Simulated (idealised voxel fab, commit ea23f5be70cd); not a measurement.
The name of this process module is voxel capacitor over wiring.
It is cross-section cut that appears here, measuring 255 nm in width, its square cells being 5 nm in size.
A cross-section is written here as square cells arranged in a grid, and it is given in bands from the top down, each band taking up one or more rows of cells. Band: top and bottom heights (nm) first, top before bottom; then materials from left to right, widths in nm. "everywhere" marks a sole material filling the band edge to edge. "air" denotes empty space. Note: height 0 marks the level under which the wafer is uniformly one material as received. Lowest band unbounded below, written "0 and below". It should be noted that a width expressed as "30 to 40" varies in equal increments from row to row of cells within the band, taking the value of the first number at the top row and that of the second number at the bottom row. It should be understood that the words "no alterations made", when stated for a given step, signify that the cross-section underwent no change in any of its cells during that step. Entry "Enclosed void catalog". Content: empty spaces with no open connection to the top, size 8 cells or greater. Each: width x height at distance. Distance: from left edge. Unit: nm. It should be noted that, on the line of a given step, the content following the step's settings is a remark produced by the simulator itself with respect to that step. "overlay nm" denotes, for a step that has a mask, the displacement of the mask to the right of its planned place, with negative values corresponding to the left.
Plan
1 RECEIVE | material Si
2 CONFORMAL_DEP | material SiO2 | thk nm 15
3 CONFORMAL_DEP | material SiN | thk nm 5
4 DIRECTIONAL_DEP | material lowk | thk nm 15
5 PATTERN | tone open | mask id METAL_1 | material resist | width nm 30 | pitch nm 90 | thk nm 15 | overlay nm 0
6 DIRECTIONAL_ETCH | etch materials lowk | depth nm 15
7 DIRECTIONAL_ETCH | etch materials SiN | depth nm 5
8 STRIP | etch materials resist
9 CONFORMAL_DEP | material TiN | thk nm 5
10 FILL_DEP | material Ru | thk nm 10
11 CMP | height nm 35
12 CONFORMAL_DEP | material SiCN | thk nm 5
13 DIRECTIONAL_DEP | material lowk | thk nm 10
14 MASKED_ETCH | tone open | mask id PLUG_1 | width nm 15 | etch materials lowk | depth nm 10 | overlay nm 0
15 MASKED_ETCH | tone open | mask id PLUG_1 | width nm 15 | etch materials SiCN | depth nm 5 | overlay nm 0
16 CONFORMAL_DEP | material TiN | thk nm 5
17 FILL_DEP | material Ru | thk nm 5
18 CMP | height nm 50
19 DIRECTIONAL_DEP | material TiN | thk nm 5
20 DIRECTIONAL_DEP | material HfO2 | thk nm 5
21 DIRECTIONAL_DEP | material TiN | thk nm 5
22 PATTERN | tone cover | mask id UPPER_PLATE | material resist | width nm 65 | thk nm 15 | overlay nm 0
23 DIRECTIONAL_ETCH | etch materials TiN | depth nm 5
24 DIRECTIONAL_ETCH | etch materials HfO2 | depth nm 5
25 STRIP | etch materials resist
26 MASKED_ETCH | tone cover | mask id LOWER_PLATE | width nm 75 | etch materials TiN | depth nm 5 | overlay nm 0
27 FILL_DEP | material SiO2 | thk nm 15
28 CMP | height nm 75
29 PATTERN | tone open | mask id PLUG_2 | material resist | width nm 15 | thk nm 15 | overlay nm 0
30 DIRECTIONAL_ETCH | etch materials SiO2 | depth nm 10
31 STRIP | etch materials resist
32 CONFORMAL_DEP | material TiN | thk nm 5
33 FILL_DEP | material Cu | thk nm 5
34 CMP | height nm 75
35 CONFORMAL_DEP | material SiCN | thk nm 5
Wafer, first of two, run as planned
As-received state of the wafer in cross-section, equivalent to post-step 1
	0 and below  Si everywhere
	Enclosed void catalog: none
After step 2: wafer cross-section
	15 down to 0  SiO2 everywhere
	below 0: unchanged
After step 3: wafer cross-section
	20 down to 15  SiN everywhere
	below 15: unchanged
After step 4: wafer cross-section
	35 down to 20  lowk everywhere
	below 20: unchanged
After step 5: wafer cross-section
	50 down to 35  resist=65  air=30  resist=60  air=30  resist=70
	below 35: unchanged
After step 6: wafer cross-section
	50 down to 35  resist=65  air=30  resist=60  air=30  resist=70
	35 down to 20  lowk=65  air=30  lowk=60  air=30  lowk=70
	below 20: unchanged
After step 7: wafer cross-section
	50 down to 35  resist=65  air=30  resist=60  air=30  resist=70
	35 down to 20  lowk=65  air=30  lowk=60  air=30  lowk=70
	20 down to 15  SiN=65  air=30  SiN=60  air=30  SiN=70
	below 15: unchanged
After step 8: wafer cross-section
	35 down to 20  lowk=65  air=30  lowk=60  air=30  lowk=70
	below 20: unchanged
After step 9: wafer cross-section
	40 down to 35  TiN=70  air=20  TiN=70  air=20  TiN=75
	35 down to 20  lowk=65  TiN=5  air=20  TiN=5  lowk=60  TiN=5  air=20  TiN=5  lowk=70
	20 down to 15  SiN=65  TiN=30  SiN=60  TiN=30  SiN=70
	below 15: unchanged
After step 10: wafer cross-section
	50 down to 40  Ru everywhere
	40 down to 35  TiN=70  Ru=20  TiN=70  Ru=20  TiN=75
	35 down to 20  lowk=65  TiN=5  Ru=20  TiN=5  lowk=60  TiN=5  Ru=20  TiN=5  lowk=70
	below 20: unchanged
After step 11: wafer cross-section
	35 down to 20  lowk=65  TiN=5  Ru=20  TiN=5  lowk=60  TiN=5  Ru=20  TiN=5  lowk=70
	below 20: unchanged
After step 12: wafer cross-section
	40 down to 35  SiCN everywhere
	below 35: unchanged
After step 13: wafer cross-section
	50 down to 40  lowk everywhere
	below 40: unchanged
After step 14: wafer cross-section
	50 down to 40  lowk=80  air=15  lowk=160
	below 40: unchanged
After step 15: wafer cross-section
	50 down to 40  lowk=80  air=15  lowk=160
	40 down to 35  SiCN=80  air=15  SiCN=160
	below 35: unchanged
After step 16: wafer cross-section
	55 down to 50  TiN=85  air=5  TiN=165
	50 down to 40  lowk=80  TiN=5  air=5  TiN=5  lowk=160
	40 down to 35  SiCN=80  TiN=15  SiCN=160
	below 35: unchanged
After step 17: wafer cross-section
	60 down to 55  Ru everywhere
	55 down to 50  TiN=85  Ru=5  TiN=165
	50 down to 40  lowk=80  TiN=5  Ru=5  TiN=5  lowk=160
	below 40: unchanged
After step 18: wafer cross-section
	50 down to 40  lowk=80  TiN=5  Ru=5  TiN=5  lowk=160
	below 40: unchanged
After step 19: wafer cross-section
	55 down to 50  TiN everywhere
	below 50: unchanged
After step 20: wafer cross-section
	60 down to 55  HfO2 everywhere
	below 55: unchanged
After step 21: wafer cross-section
	65 down to 60  TiN everywhere
	below 60: unchanged
After step 22: wafer cross-section
	80 down to 65  air=80  resist=65  air=110
	below 65: unchanged
After step 23: wafer cross-section
	80 down to 65  air=80  resist=65  air=110
	65 down to 60  air=80  TiN=65  air=110
	below 60: unchanged
After step 24: wafer cross-section
	80 down to 65  air=80  resist=65  air=110
	65 down to 60  air=80  TiN=65  air=110
	60 down to 55  air=80  HfO2=65  air=110
	below 55: unchanged
After step 25: wafer cross-section
	65 down to 60  air=80  TiN=65  air=110
	below 60: unchanged
After step 26: wafer cross-section
	65 down to 60  air=80  TiN=65  air=110
	60 down to 55  air=80  HfO2=65  air=110
	55 down to 50  air=75  TiN=75  air=105
	below 50: unchanged
After step 27: wafer cross-section
	80 down to 65  SiO2 everywhere
	65 down to 60  SiO2=80  TiN=65  SiO2=110
	60 down to 55  SiO2=80  HfO2=65  SiO2=110
	55 down to 50  SiO2=75  TiN=75  SiO2=105
	below 50: unchanged
After step 28: wafer cross-section
	75 down to 65  SiO2 everywhere
	below 65: unchanged
After step 29: wafer cross-section
	90 down to 75  resist=90  air=15  resist=150
	below 75: unchanged
After step 30: wafer cross-section
	90 down to 75  resist=90  air=15  resist=150
	75 down to 65  SiO2=90  air=15  SiO2=150
	below 65: unchanged
After step 31: wafer cross-section
	75 down to 65  SiO2=90  air=15  SiO2=150
	below 65: unchanged
After step 32: wafer cross-section
	80 down to 75  TiN=95  air=5  TiN=155
	75 down to 70  SiO2=90  TiN=5  air=5  TiN=5  SiO2=150
	70 down to 60  SiO2=90 to 80  TiN=15 to 65  SiO2=150 to 110
	below 60: unchanged
After step 33: wafer cross-section
	85 down to 80  Cu everywhere
	80 down to 75  TiN=95  Cu=5  TiN=155
	75 down to 70  SiO2=90  TiN=5  Cu=5  TiN=5  SiO2=150
	below 70: unchanged
After step 34: wafer cross-section
	75 down to 70  SiO2=90  TiN=5  Cu=5  TiN=5  SiO2=150
	below 70: unchanged
After step 35: wafer cross-section
	80 down to 75  SiCN everywhere
	below 75: unchanged
Wafer two. Identical start, identical plan. One mistake in execution. Identical history through step 2
Second wafer profile in section, at the moment step 3 of the plan was meant to be complete
	20 down to 15  lowk everywhere
	below 15: unchanged
Second wafer profile in section, at the moment step 4 of the plan was meant to be complete
	35 down to 15  lowk everywhere
	below 15: unchanged
Second wafer profile in section, at the moment step 5 of the plan was meant to be complete
	50 down to 35  resist=65  air=30  resist=60  air=30  resist=70
	below 35: unchanged
Second wafer profile in section, at the moment step 6 of the plan was meant to be complete
	50 down to 35  resist=65  air=30  resist=60  air=30  resist=70
	35 down to 20  lowk=65  air=30  lowk=60  air=30  lowk=70
	below 20: unchanged
Second wafer profile in section, at the moment step 7 of the plan was meant to be complete: no alterations made
Second wafer profile in section, at the moment step 8 of the plan was meant to be complete
	35 down to 20  lowk=65  air=30  lowk=60  air=30  lowk=70
	below 20: unchanged
Second wafer profile in section, at the moment step 9 of the plan was meant to be complete
	40 down to 35  TiN=70  air=20  TiN=70  air=20  TiN=75
	35 down to 25  lowk=65  TiN=5  air=20  TiN=5  lowk=60  TiN=5  air=20  TiN=5  lowk=70
	25 down to 20  lowk=65  TiN=30  lowk=60  TiN=30  lowk=70
	below 20: unchanged
Second wafer profile in section, at the moment step 10 of the plan was meant to be complete
	50 down to 40  Ru everywhere
	40 down to 35  TiN=70  Ru=20  TiN=70  Ru=20  TiN=75
	35 down to 25  lowk=65  TiN=5  Ru=20  TiN=5  lowk=60  TiN=5  Ru=20  TiN=5  lowk=70
	below 25: unchanged
Second wafer profile in section, at the moment step 11 of the plan was meant to be complete
	35 down to 25  lowk=65  TiN=5  Ru=20  TiN=5  lowk=60  TiN=5  Ru=20  TiN=5  lowk=70
	below 25: unchanged
Second wafer profile in section, at the moment step 12 of the plan was meant to be complete
	40 down to 35  SiCN everywhere
	below 35: unchanged
Second wafer profile in section, at the moment step 13 of the plan was meant to be complete
	50 down to 40  lowk everywhere
	below 40: unchanged
Second wafer profile in section, at the moment step 14 of the plan was meant to be complete
	50 down to 40  lowk=80  air=15  lowk=160
	below 40: unchanged
Second wafer profile in section, at the moment step 15 of the plan was meant to be complete
	50 down to 40  lowk=80  air=15  lowk=160
	40 down to 35  SiCN=80  air=15  SiCN=160
	below 35: unchanged
Second wafer profile in section, at the moment step 16 of the plan was meant to be complete
	55 down to 50  TiN=85  air=5  TiN=165
	50 down to 40  lowk=80  TiN=5  air=5  TiN=5  lowk=160
	40 down to 35  SiCN=80  TiN=15  SiCN=160
	below 35: unchanged
Second wafer profile in section, at the moment step 17 of the plan was meant to be complete
	60 down to 55  Ru everywhere
	55 down to 50  TiN=85  Ru=5  TiN=165
	50 down to 40  lowk=80  TiN=5  Ru=5  TiN=5  lowk=160
	below 40: unchanged
Second wafer profile in section, at the moment step 18 of the plan was meant to be complete
	50 down to 40  lowk=80  TiN=5  Ru=5  TiN=5  lowk=160
	below 40: unchanged
Second wafer profile in section, at the moment step 19 of the plan was meant to be complete
	55 down to 50  TiN everywhere
	below 50: unchanged
Second wafer profile in section, at the moment step 20 of the plan was meant to be complete
	60 down to 55  HfO2 everywhere
	below 55: unchanged
Second wafer profile in section, at the moment step 21 of the plan was meant to be complete
	65 down to 60  TiN everywhere
	below 60: unchanged
Second wafer profile in section, at the moment step 22 of the plan was meant to be complete
	80 down to 65  air=80  resist=65  air=110
	below 65: unchanged
Second wafer profile in section, at the moment step 23 of the plan was meant to be complete
	80 down to 65  air=80  resist=65  air=110
	65 down to 60  air=80  TiN=65  air=110
	below 60: unchanged
Second wafer profile in section, at the moment step 24 of the plan was meant to be complete
	80 down to 65  air=80  resist=65  air=110
	65 down to 60  air=80  TiN=65  air=110
	60 down to 55  air=80  HfO2=65  air=110
	below 55: unchanged
Second wafer profile in section, at the moment step 25 of the plan was meant to be complete
	65 down to 60  air=80  TiN=65  air=110
	below 60: unchanged
Second wafer profile in section, at the moment step 26 of the plan was meant to be complete
	65 down to 60  air=80  TiN=65  air=110
	60 down to 55  air=80  HfO2=65  air=110
	55 down to 50  air=75  TiN=75  air=105
	below 50: unchanged
Second wafer profile in section, at the moment step 27 of the plan was meant to be complete
	80 down to 65  SiO2 everywhere
	65 down to 60  SiO2=80  TiN=65  SiO2=110
	60 down to 55  SiO2=80  HfO2=65  SiO2=110
	55 down to 50  SiO2=75  TiN=75  SiO2=105
	below 50: unchanged
Second wafer profile in section, at the moment step 28 of the plan was meant to be complete
	75 down to 65  SiO2 everywhere
	below 65: unchanged
Second wafer profile in section, at the moment step 29 of the plan was meant to be complete
	90 down to 75  resist=90  air=15  resist=150
	below 75: unchanged
Second wafer profile in section, at the moment step 30 of the plan was meant to be complete
	90 down to 75  resist=90  air=15  resist=150
	75 down to 65  SiO2=90  air=15  SiO2=150
	below 65: unchanged
Second wafer profile in section, at the moment step 31 of the plan was meant to be complete
	75 down to 65  SiO2=90  air=15  SiO2=150
	below 65: unchanged
Second wafer profile in section, at the moment step 32 of the plan was meant to be complete
	80 down to 75  TiN=95  air=5  TiN=155
	75 down to 70  SiO2=90  TiN=5  air=5  TiN=5  SiO2=150
	70 down to 60  SiO2=90 to 80  TiN=15 to 65  SiO2=150 to 110
	below 60: unchanged
Second wafer profile in section, at the moment step 33 of the plan was meant to be complete
	85 down to 80  Cu everywhere
	80 down to 75  TiN=95  Cu=5  TiN=155
	75 down to 70  SiO2=90  TiN=5  Cu=5  TiN=5  SiO2=150
	below 70: unchanged
Second wafer profile in section, at the moment step 34 of the plan was meant to be complete
	75 down to 70  SiO2=90  TiN=5  Cu=5  TiN=5  SiO2=150
	below 70: unchanged
Second wafer profile in section, at the moment step 35 of the plan was meant to be complete
	80 down to 75  SiCN everywhere
	below 75: unchanged
In executing the process, a mistake was made relative to the plan: step 3 off recipe, ran as CONFORMAL_DEP | material lowk | thk nm 5
Once processing is complete, comparing cell counts shows that the second wafer has more or fewer of certain materials than the first: 8 fewer of Ru, 39 fewer of SiN, 4 fewer of TiN, 51 more of lowk
